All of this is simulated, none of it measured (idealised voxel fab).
process module | voxel ribs on slabs
cross-section cut | 190 nm wide | cells 5 nm
A cross-section is a grid of square cells, given in bands from the top down. A band is one or more rows of cells.
Each band's line starts with the height of the band's top and of its bottom, in nm. Then come its materials from left to right, each with its width in nm. One material with "throughout" fills the band from edge to edge. "air" is empty space.
Height 0 is the level under which the wafer as received is all one material. The lowest band goes on downwards, as in "0 down".
A width such as "30 to 40" changes by the same amount from each row of cells to the next, from the band's top row to its bottom row.
"no change" after a step means that no cell of the cross-section changed.
closed voids: empty space of 8 cells or more with no open way to the top, each as width x height at its distance from the left edge, in nm
after a step's settings: what the simulator itself notes on the step
overlay nm, on a step with a mask: how far to the right of its planned place the mask lay; to the left if negative
plan
1 op RECEIVE | material Si
2 op DIRECTIONAL_DEP | material SiO2 | thk nm 30
3 op DIRECTIONAL_DEP | material polySi | thk nm 15
4 op MASKED_ETCH | tone cover | mask id RIB | width nm 25 | etch materials polySi | depth nm 10 | overlay nm 0
5 op MASKED_ETCH | tone cover | mask id SLAB | width nm 65 | etch materials polySi | depth nm 5 | overlay nm 0
6 op FILL_DEP | material SiO2 | thk nm 15
7 op CMP | height nm 55
8 op DIRECTIONAL_DEP | material TiN | thk nm 10
9 op PATTERN | tone cover | mask id HEATER | material resist | width nm 35 | thk nm 15 | overlay nm 0
10 op DIRECTIONAL_ETCH | etch materials TiN | depth nm 10
11 op STRIP | etch materials resist
12 op CONFORMAL_DEP | material SiN | thk nm 10
first wafer, as planned
as received, after step 1
  0 down: Si throughout
  closed voids: none
after step 2
  30 to 0: SiO2 throughout
  below 0: unchanged
after step 3
  45 to 30: polySi throughout
  below 30: unchanged
after step 4
  45 to 35: air 80 | polySi 25 | air 85
  below 35: unchanged
after step 5
  45 to 35: air 80 | polySi 25 | air 85
  35 to 30: air 60 | polySi 65 | air 65
  below 30: unchanged
after step 6
  60 to 45: SiO2 throughout
  45 to 35: SiO2 80 | polySi 25 | SiO2 85
  35 to 30: SiO2 60 | polySi 65 | SiO2 65
  below 30: unchanged
after step 7
  55 to 45: SiO2 throughout
  below 45: unchanged
after step 8
  65 to 55: TiN throughout
  below 55: unchanged
after step 9
  80 to 65: air 75 | resist 35 | air 80
  below 65: unchanged
after step 10
  80 to 65: air 75 | resist 35 | air 80
  65 to 55: air 75 | TiN 35 | air 80
  below 55: unchanged
after step 11
  65 to 55: air 75 | TiN 35 | air 80
  below 55: unchanged
after step 12
  75 to 65: air 65 | SiN 55 | air 70
  65 to 55: SiN 75 | TiN 35 | SiN 80
  below 55: unchanged
second wafer: like start, like plan, one mistake. Through step 11 it matches the first wafer
when step 12 should have ended: no change
what went wrong: step 12 was left out
at the end the second wafer has, in cells: 84 fewer of SiN
